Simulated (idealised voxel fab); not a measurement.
The process module presented herein is designated voxel wiring stack.
Cross-section cut spans 235 nm and uses square cells 5 nm in size.
A cross-section is written here as square cells arranged in a grid, and it is given in bands from the top down, each band taking up one or more rows of cells.
What a band's entry tells you: where the top is and where the bottom is, as heights in nm, and after that what lies inside, material by material from left to right, each with its width in nm. Empty space is written as the word "air", and a single material marked with the word "throughout" occupies the band from edge to edge.
Note: height 0 marks the level under which the wafer is uniformly one material as received. Lowest band unbounded below, written "0 -> down".
A two-number width, for instance "30->40", indicates that the width is equal to the first number in the top row of the band and to the second number in the bottom row, and that it changes by a constant amount per row of cells.
It should be understood that the words "remained the same", when stated for a given step, signify that the cross-section underwent no change in any of its cells during that step.
Empty spaces without an open route to the top, at least 8 cells in extent, make up the entry "Enclosed cavity list"; each is given as width x height at distance, where the distance is measured from the left edge, and all are in nm.
Note: text after step settings on the step line = simulator remark on that step.
overlay nm: how far to the right of its planned place the mask lay on this masked step (negative: to the left).

## Listed below are the process steps as planned
1 RECEIVE, material Si
2 CONFORMAL_DEP, material SiO2, thk nm 15
3 DIRECTIONAL_DEP, material TiN, thk nm 5
4 DIRECTIONAL_DEP, material W, thk nm 15
5 PATTERN, tone cover, mask id METAL_1, material resist, width nm 15, pitch nm 55, thk nm 20, overlay nm 0
6 DIRECTIONAL_ETCH, etch materials W, depth nm 15
7 DIRECTIONAL_ETCH, etch materials TiN, depth nm 5
8 STRIP, etch materials resist
9 CONFORMAL_DEP, material SiN, thk nm 5
10 FILL_DEP, material lowk, thk nm 10
11 CMP, height nm 35
12 CONFORMAL_DEP, material SiCN, thk nm 5
13 DIRECTIONAL_DEP, material SiO2, thk nm 20
14 DIRECTIONAL_DEP, material aC, thk nm 10
15 PATTERN, tone open, mask id PLUG_1, material resist, width nm 15, pitch nm 110, thk nm 30, overlay nm 0
16 DIRECTIONAL_ETCH, etch materials aC, depth nm 10
17 STRIP, etch materials resist
18 DIRECTIONAL_ETCH, etch materials SiO2, depth nm 20
19 DIRECTIONAL_ETCH, etch materials SiCN, depth nm 5
20 STRIP, etch materials aC
21 CONFORMAL_DEP, material TiN, thk nm 5
22 FILL_DEP, material Ru, thk nm 5
23 CMP, height nm 60
24 DIRECTIONAL_DEP, material TiN, thk nm 5
25 DIRECTIONAL_DEP, material Ru, thk nm 25
26 PATTERN, tone cover, mask id METAL_2, material resist, width nm 25, pitch nm 55, thk nm 20, overlay nm 0
27 DIRECTIONAL_ETCH, etch materials Ru, depth nm 25
28 DIRECTIONAL_ETCH, etch materials TiN, depth nm 5
29 STRIP, etch materials resist
30 FILL_DEP, material SiO2, thk nm 5
31 CMP, height nm 90
32 CONFORMAL_DEP, material SiCN, thk nm 5
33 DIRECTIONAL_DEP, material lowk, thk nm 25
34 MASKED_ETCH, tone open, mask id METAL_3_HOLES, width nm 15, pitch nm 110, etch materials lowk, depth nm 25, overlay nm 0
35 PATTERN, tone open, mask id METAL_3, material resist, width nm 25, pitch nm 55, thk nm 20, overlay nm 0
36 DIRECTIONAL_ETCH, etch materials lowk, depth nm 15
37 DIRECTIONAL_ETCH, etch materials SiCN, depth nm 5
38 STRIP, etch materials resist
39 CONFORMAL_DEP, material TiN, thk nm 5
40 FILL_DEP, material Cu, thk nm 10
41 CMP, height nm 120
42 CONFORMAL_DEP, material SiCN, thk nm 5
43 DIRECTIONAL_DEP, material SiO2, thk nm 15
44 PATTERN, tone open, mask id PLUG_3, material resist, width nm 15, pitch nm 55, thk nm 20, overlay nm 0
45 DIRECTIONAL_ETCH, etch materials SiO2, depth nm 15
46 DIRECTIONAL_ETCH, etch materials SiCN, depth nm 5
47 STRIP, etch materials resist
48 EPI, material Ru, thk nm 10
49 EPI, material Ru, thk nm 10
50 CONFORMAL_DEP, material SiCN, thk nm 5
51 DIRECTIONAL_DEP, material lowk, thk nm 15
52 MASKED_ETCH, tone open, mask id METAL_4, width nm 25, pitch nm 55, etch materials lowk, depth nm 15, overlay nm 0
53 MASKED_ETCH, tone open, mask id METAL_4, width nm 25, pitch nm 55, etch materials SiCN, depth nm 5, overlay nm 0
54 CONFORMAL_DEP, material TiN, thk nm 5
55 FILL_DEP, material Cu, thk nm 10
56 CMP, height nm 160
57 EPI, material Ru, thk nm 5
58 FILL_DEP, material SiCN, thk nm 5
The plan shows the width nm of step 5 as the first wafer had it; this setting differs between the wafers, which start out alike.

## Received condition of the first of several wafers, sectioned: post-step 1
    0 -> down | Si throughout
    Enclosed cavity list: none

## End-of-module cross-section, first of several wafers, after last step 58
    170 -> 165 | SiCN throughout
    165 -> 160 | SiCN: 15, then Ru: 35, then SiCN: 20, then Ru: 35, then SiCN: 20, then Ru: 35, then SiCN: 20, then Ru: 35, then SiCN: 20
    160 -> 145 | lowk: 20, then TiN: 5, then Cu: 15, then TiN: 5, then lowk: 30, then TiN: 5, then Cu: 15, then TiN: 5, then lowk: 30, then TiN: 5, then Cu: 15, then TiN: 5, then lowk: 30, then TiN: 5, then Cu: 15, then TiN: 5, then lowk: 25
    145 -> 140 | SiCN: 20, then TiN: 25, then SiCN: 30, then TiN: 25, then SiCN: 30, then TiN: 25, then SiCN: 30, then TiN: 25, then SiCN: 25
    140 -> 125 | SiO2: 20, then Ru: 15, then SiO2: 40, then Ru: 15, then SiO2: 40, then Ru: 15, then SiO2: 40, then Ru: 15, then SiO2: 35
    125 -> 120 | SiCN: 20, then Ru: 15, then SiCN: 40, then Ru: 15, then SiCN: 40, then Ru: 15, then SiCN: 40, then Ru: 15, then SiCN: 35
    120 -> 110 | lowk: 20, then TiN: 5, then Cu: 15, then TiN: 5, then lowk: 30, then TiN: 5, then Cu: 15, then TiN: 5, then lowk: 30, then TiN: 5, then Cu: 15, then TiN: 5, then lowk: 30, then TiN: 5, then Cu: 15, then TiN: 5, then lowk: 25
    110 -> 105 | lowk: 20, then TiN: 5, then Cu: 5, then TiN: 15, then lowk: 30, then TiN: 25, then lowk: 30, then TiN: 5, then Cu: 5, then TiN: 15, then lowk: 30, then TiN: 25, then lowk: 25
    105 -> 95 | lowk: 20, then TiN: 5, then Cu: 5, then TiN: 5, then lowk: 95, then TiN: 5, then Cu: 5, then TiN: 5, then lowk: 90
    95 -> 90 | SiCN: 20, then TiN: 15, then SiCN: 95, then TiN: 15, then SiCN: 90
    90 -> 65 | SiO2: 20, then Ru: 25, then SiO2: 30, then Ru: 25, then SiO2: 30, then Ru: 25, then SiO2: 30, then Ru: 25, then SiO2: 25
    65 -> 60 | SiO2: 20, then TiN: 25, then SiO2: 30, then TiN: 25, then SiO2: 30, then TiN: 25, then SiO2: 30, then TiN: 25, then SiO2: 25
    60 -> 40 | SiO2: 20, then TiN: 5, then Ru: 5, then TiN: 5, then SiO2: 95, then TiN: 5, then Ru: 5, then TiN: 5, then SiO2: 90
    40 -> 35 | SiCN: 20, then TiN: 15, then SiCN: 95, then TiN: 15, then SiCN: 90
    35 -> 20 | lowk: 20, then SiN: 5, then W: 15, then SiN: 5, then lowk: 30, then SiN: 5, then W: 15, then SiN: 5, then lowk: 30, then SiN: 5, then W: 15, then SiN: 5, then lowk: 30, then SiN: 5, then W: 15, then SiN: 5, then lowk: 25
    20 -> 15 | SiN: 25, then TiN: 15, then SiN: 40, then TiN: 15, then SiN: 40, then TiN: 15, then SiN: 40, then TiN: 15, then SiN: 30
    15 -> 0 | SiO2 throughout
    0 -> down | Si throughout
    Enclosed cavity list: none

## Cross-section of the final wafer among several, taken at the end of the module
    170 -> 165 | SiCN throughout
    165 -> 160 | SiCN: 15, then Ru: 35, then SiCN: 20, then Ru: 35, then SiCN: 20, then Ru: 35, then SiCN: 20, then Ru: 35, then SiCN: 20
    160 -> 145 | lowk: 20, then TiN: 5, then Cu: 15, then TiN: 5, then lowk: 30, then TiN: 5, then Cu: 15, then TiN: 5, then lowk: 30, then TiN: 5, then Cu: 15, then TiN: 5, then lowk: 30, then TiN: 5, then Cu: 15, then TiN: 5, then lowk: 25
    145 -> 140 | SiCN: 20, then TiN: 25, then SiCN: 30, then TiN: 25, then SiCN: 30, then TiN: 25, then SiCN: 30, then TiN: 25, then SiCN: 25
    140 -> 125 | SiO2: 20, then Ru: 15, then SiO2: 40, then Ru: 15, then SiO2: 40, then Ru: 15, then SiO2: 40, then Ru: 15, then SiO2: 35
    125 -> 120 | SiCN: 20, then Ru: 15, then SiCN: 40, then Ru: 15, then SiCN: 40, then Ru: 15, then SiCN: 40, then Ru: 15, then SiCN: 35
    120 -> 110 | lowk: 20, then TiN: 5, then Cu: 15, then TiN: 5, then lowk: 30, then TiN: 5, then Cu: 15, then TiN: 5, then lowk: 30, then TiN: 5, then Cu: 15, then TiN: 5, then lowk: 30, then TiN: 5, then Cu: 15, then TiN: 5, then lowk: 25
    110 -> 105 | lowk: 20, then TiN: 5, then Cu: 5, then TiN: 15, then lowk: 30, then TiN: 25, then lowk: 30, then TiN: 5, then Cu: 5, then TiN: 15, then lowk: 30, then TiN: 25, then lowk: 25
    105 -> 95 | lowk: 20, then TiN: 5, then Cu: 5, then TiN: 5, then lowk: 95, then TiN: 5, then Cu: 5, then TiN: 5, then lowk: 90
    95 -> 90 | SiCN: 20, then TiN: 15, then SiCN: 95, then TiN: 15, then SiCN: 90
    90 -> 65 | SiO2: 20, then Ru: 25, then SiO2: 30, then Ru: 25, then SiO2: 30, then Ru: 25, then SiO2: 30, then Ru: 25, then SiO2: 25
    65 -> 60 | SiO2: 20, then TiN: 25, then SiO2: 30, then TiN: 25, then SiO2: 30, then TiN: 25, then SiO2: 30, then TiN: 25, then SiO2: 25
    60 -> 40 | SiO2: 20, then TiN: 5, then Ru: 5, then TiN: 5, then SiO2: 95, then TiN: 5, then Ru: 5, then TiN: 5, then SiO2: 90
    40 -> 35 | SiCN: 20, then TiN: 15, then SiCN: 95, then TiN: 15, then SiCN: 90
    35 -> 20 | lowk: 10, then SiN: 5, then W: 40, then SiN: 5, then lowk: 5, then SiN: 5, then W: 40, then SiN: 5, then lowk: 5, then SiN: 5, then W: 40, then SiN: 5, then lowk: 5, then SiN: 5, then W: 40, then SiN: 5, then lowk: 10
    20 -> 15 | SiN: 15, then TiN: 40, then SiN: 15, then TiN: 40, then SiN: 15, then TiN: 40, then SiN: 15, then TiN: 40, then SiN: 15
    15 -> 0 | SiO2 throughout
    0 -> down | Si throughout
    Enclosed cavity list: none

## Basically each wafer gets a line in the table, showing it at the end of the module: material by material, the cells it gained (+) or lost (-) since we got it, then its closed voids
width nm 15, +66 Cu, +184 Ru, +210 SiCN, +59 SiN, +572 SiO2, +146 TiN, +36 W, +325 lowk, Enclosed cavity list: none
width nm 20, +66 Cu, +184 Ru, +210 SiCN, +55 SiN, +572 SiO2, +150 TiN, +48 W, +313 lowk, Enclosed cavity list: none
width nm 25, +66 Cu, +184 Ru, +210 SiCN, +51 SiN, +572 SiO2, +154 TiN, +60 W, +301 lowk, Enclosed cavity list: none
width nm 30, +66 Cu, +184 Ru, +210 SiCN, +47 SiN, +572 SiO2, +158 TiN, +72 W, +289 lowk, Enclosed cavity list: none
width nm 35, +66 Cu, +184 Ru, +210 SiCN, +43 SiN, +572 SiO2, +162 TiN, +84 W, +277 lowk, Enclosed cavity list: none
width nm 40, +66 Cu, +184 Ru, +210 SiCN, +39 SiN, +572 SiO2, +166 TiN, +96 W, +265 lowk, Enclosed cavity list: none
